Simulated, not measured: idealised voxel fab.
Presented below is a process module, voxel wiring stack.
The figure presents cross-section cut, which has a width of 275 nm and is divided into square cells with an edge length of 5 nm.
Format of a cross-section: grid, square cells. Given as bands. Order: top down. Band: one or more rows of cells.
The band entry comprises the height of the band's top followed by the height of its bottom, expressed in nm, and subsequently the band's materials from left to right, each stated together with its width in nm. Where a single material is marked with the word "full width", that material fills the band from edge to edge. The word "blank" represents empty space.
The level at which height equals 0 is the one under which the wafer, as it arrives, is entirely one material. No lower edge exists for the bottom band, which continues downward and is notated as in "0 down".
With a width like "30..40", each row of cells in the band differs from the next by the same amount, the top row carrying the first number and the bottom row the second.
"no change occurred", as given for a step, is the statement that not any cell of the cross-section underwent a change during that step.
Entry "Trapped voids" = empty spaces >= 8 cells with no open way to the top; each as width x height at distance, distance from left edge, all nm.
after a step's settings: what the simulator itself notes on the step
Among the settings permitted on a step's line is "overlay nm"; applied to a step with a mask, it specifies the extent to which the mask lay to the right of its planned position, whereas a negative figure signifies a position to the left.
**Planned process steps**
step 1: op RECEIVE | material Si
step 2: op CONFORMAL_DEP | material SiO2 | thk nm 15
step 3: op DIRECTIONAL_DEP | material TiN | thk nm 5
step 4: op DIRECTIONAL_DEP | material Ru | thk nm 20
step 5: op PATTERN | tone cover | mask id METAL_1 | material resist | width nm 30 | pitch nm 50 | thk nm 20 | overlay nm 0
step 6: op DIRECTIONAL_ETCH | etch materials Ru | depth nm 20
step 7: op DIRECTIONAL_ETCH | etch materials TiN | depth nm 5
step 8: op STRIP | etch materials resist
step 9: op CONFORMAL_DEP | material SiN | thk nm 5
step 10: op FILL_DEP | material SiO2 | thk nm 5
step 11: op CMP | height nm 40
step 12: op CONFORMAL_DEP | material SiCN | thk nm 5
step 13: op DIRECTIONAL_DEP | material SiO2 | thk nm 15
step 14: op MASKED_ETCH | tone open | mask id PLUG_1 | width nm 15 | etch materials SiO2 | depth nm 15 | overlay nm 0
step 15: op MASKED_ETCH | tone open | mask id PLUG_1 | width nm 15 | etch materials SiCN | depth nm 5 | overlay nm 0
step 16: op EPI | material Ru | thk nm 10
step 17: op EPI | material Ru | thk nm 10
step 18: op DIRECTIONAL_DEP | material TiN | thk nm 5
step 19: op DIRECTIONAL_DEP | material Ru | thk nm 25
step 20: op MASKED_ETCH | tone cover | mask id METAL_2 | width nm 30 | pitch nm 50 | etch materials Ru | depth nm 25 | overlay nm 0
step 21: op MASKED_ETCH | tone cover | mask id METAL_2 | width nm 30 | pitch nm 50 | etch materials TiN | depth nm 5 | overlay nm 0
step 22: op FILL_DEP | material lowk | thk nm 5
step 23: op CMP | height nm 90
step 24: op CONFORMAL_DEP | material SiCN | thk nm 5
step 25: op DIRECTIONAL_DEP | material SiO2 | thk nm 20
step 26: op MASKED_ETCH | tone open | mask id PLUG_2 | width nm 15 | etch materials SiO2 | depth nm 20 | overlay nm 0
step 27: op MASKED_ETCH | tone open | mask id PLUG_2 | width nm 15 | etch materials SiCN | depth nm 5 | overlay nm 0
step 28: op EPI | material Ru | thk nm 10
step 29: op EPI | material Ru | thk nm 10
step 30: op EPI | material Ru | thk nm 5
step 31: op DIRECTIONAL_DEP | material TiN | thk nm 5
step 32: op DIRECTIONAL_DEP | material W | thk nm 20
step 33: op DIRECTIONAL_DEP | material aC | thk nm 10
step 34: op PATTERN | tone cover | mask id METAL_3 | material resist | width nm 30 | pitch nm 50 | thk nm 30 | overlay nm 0
step 35: op DIRECTIONAL_ETCH | etch materials aC | depth nm 10
step 36: op STRIP | etch materials resist
step 37: op DIRECTIONAL_ETCH | etch materials W | depth nm 20
step 38: op DIRECTIONAL_ETCH | etch materials TiN | depth nm 5
step 39: op STRIP | etch materials aC
step 40: op FILL_DEP | material lowk | thk nm 5
step 41: op CMP | height nm 140
step 42: op CONFORMAL_DEP | material SiCN | thk nm 5
**Incoming wafer, cross-sectional view, post step 1**
    0 down = Si full width
    Trapped voids: none
**As-planned run: cross-section of the first of two wafers at end of module**
    145 to 140 = SiCN full width
    140 to 120 = 95 of lowk  30 of W  20 of lowk  30 of W  100 of lowk
    120 to 115 = 95 of lowk  30 of TiN  20 of lowk  30 of TiN  100 of lowk
    115 to 95 = 95 of SiO2  15 of Ru  165 of SiO2
    95 to 90 = 95 of SiCN  15 of Ru  165 of SiCN
    90 to 65 = 95 of lowk  30 of Ru  20 of lowk  30 of Ru  100 of lowk
    65 to 60 = 95 of lowk  30 of TiN  20 of lowk  30 of TiN  100 of lowk
    60 to 45 = 95 of SiO2  15 of Ru  165 of SiO2
    45 to 40 = 95 of SiCN  15 of Ru  165 of SiCN
    40 to 20 = 90 of SiO2  5 of SiN  30 of Ru  5 of SiN  10 of SiO2  5 of SiN  30 of Ru  5 of SiN  95 of SiO2
    20 to 15 = 95 of SiN  30 of TiN  20 of SiN  30 of TiN  100 of SiN
    15 to 0 = SiO2 full width
    0 down = Si full width
    Trapped voids: none
**Module end: cross-section of wafer two of two. Same start and process plan as the first wafer. One mistake during execution**
    145 to 140 = SiCN full width
    140 to 120 = 95 of lowk  30 of W  20 of lowk  30 of W  100 of lowk
    120 to 115 = 95 of lowk  30 of TiN  20 of lowk  30 of TiN  100 of lowk
    115 to 95 = 95 of SiO2  15 of Ru  165 of SiO2
    95 to 90 = 95 of SiCN  15 of Ru  165 of SiCN
    90 to 75 = 95 of lowk  30 of Ru  20 of lowk  30 of Ru  100 of lowk
    75 to 70 = 95 of lowk  25 of TiN  5 of Ru  20 of lowk  30 of Ru  100 of lowk
    70 to 65 = 85 of lowk  40 of Ru  20 of lowk  30 of Ru  100 of lowk
    65 to 60 = 85 of lowk  35 of Ru  5 of TiN  20 of lowk  30 of TiN  100 of lowk
    60 to 45 = 95 of SiO2  15 of Ru  165 of SiO2
    45 to 40 = 95 of SiCN  15 of Ru  165 of SiCN
    40 to 20 = 90 of SiO2  5 of SiN  30 of Ru  5 of SiN  10 of SiO2  5 of SiN  30 of Ru  5 of SiN  95 of SiO2
    20 to 15 = 95 of SiN  30 of TiN  20 of SiN  30 of TiN  100 of SiN
    15 to 0 = SiO2 full width
    0 down = Si full width
    Trapped voids: none
Plan not followed: one of the indistinguishable steps 16 and 17 was run twice, its identity unknown
End of process, cell counts, second wafer against first, materials with more or fewer: 4 more of Ru | 4 fewer of lowk
